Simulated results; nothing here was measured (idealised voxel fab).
A process module follows: voxel gate over fins.
Square cells of 5 nm make up the cross-section cut, whose width is 140 nm.
Throughout this document, each cross-section is represented as a grid of square cells and is presented as a sequence of bands enumerated from the top downward, where a band comprises one or more rows of cells.
Within each band entry, the heights of the top and of the bottom of the band appear first, in that order and in nm; the materials of the band then follow from left to right, each with its corresponding width in nm. The designation "edge to edge" on a single material indicates that it fills the band from edge to edge; the designation "empty" indicates empty space.
Height 0 is the level under which the wafer as received is all one material. The lowest band goes on downwards, as in "0 nm and below".
So if you see something like "30 to 40" for the width, read it as the top row of the band sitting at the first number and the bottom row at the second, with every row in between moving by the same amount as the last.
It should be understood that the words "stayed the same", when stated for a given step, signify that the cross-section underwent no change in any of its cells during that step.
So "Sealed internal cavities" is basically the list of trapped voids: any empty space of 8 cells or more that can't reach the top through an opening. They're written width x height at distance, the distance being from the left edge, and it's all nm.
Past the settings on a step's line: simulator remark, on that step.
The optional step-line setting "overlay nm" applies to steps with a mask and quantifies how far to the right of its planned location the mask lay, a negative value indicating leftward placement.

### Here's what the planned process steps look like
1) RECEIVE [material Si]
2) CONFORMAL_DEP [material SiN] [thk nm 5]
3) DIRECTIONAL_DEP [material aC] [thk nm 15]
4) PATTERN [tone cover] [mask id FINS] [material resist] [width nm 15] [pitch nm 45] [thk nm 30] [overlay nm 0]
5) DIRECTIONAL_ETCH [etch materials aC] [depth nm 15]
6) STRIP [etch materials resist]
7) DIRECTIONAL_ETCH [etch materials SiN] [depth nm 5]
8) DIRECTIONAL_ETCH [etch materials Si] [depth nm 40]
9) STRIP [etch materials aC]
10) FILL_DEP [material SiO2] [thk nm 15]
11) CMP [height nm 5]
12) SELECTIVE_ETCH [etch materials SiO2] [depth nm 20]
13) STRIP [etch materials SiN]
14) CONFORMAL_DEP [material HfO2] [thk nm 5]
15) CONFORMAL_DEP [material TiN] [thk nm 5]
16) FILL_DEP [material W] [thk nm 10]
17) CMP [height nm 15]
18) CONFORMAL_DEP [material SiCN] [thk nm 5]
The value of width nm given for step 4 in the plan refers to the first wafer; the wafers vary in this setting and are alike at the start.

### The first of several wafers, as received after step 1, seen in section
  0 nm and below = Si edge to edge
  Sealed internal cavities: none

### Where each wafer stands at the end of the module, a row apiece: cells of each material gained (+) or lost (-) since it was received, then closed voids
width nm 15 | +40 HfO2 | -176 Si | +28 SiCN | +110 SiO2 | +40 TiN | +70 W | Sealed internal cavities: none
width nm 20 | +40 HfO2 | -160 Si | +28 SiCN | +100 SiO2 | +40 TiN | +64 W | Sealed internal cavities: none
width nm 25 | +40 HfO2 | -144 Si | +28 SiCN | +90 SiO2 | +40 TiN | +58 W | Sealed internal cavities: none
width nm 30 | +40 HfO2 | -128 Si | +28 SiCN | +80 SiO2 | +37 TiN | +55 W | Sealed internal cavities: none
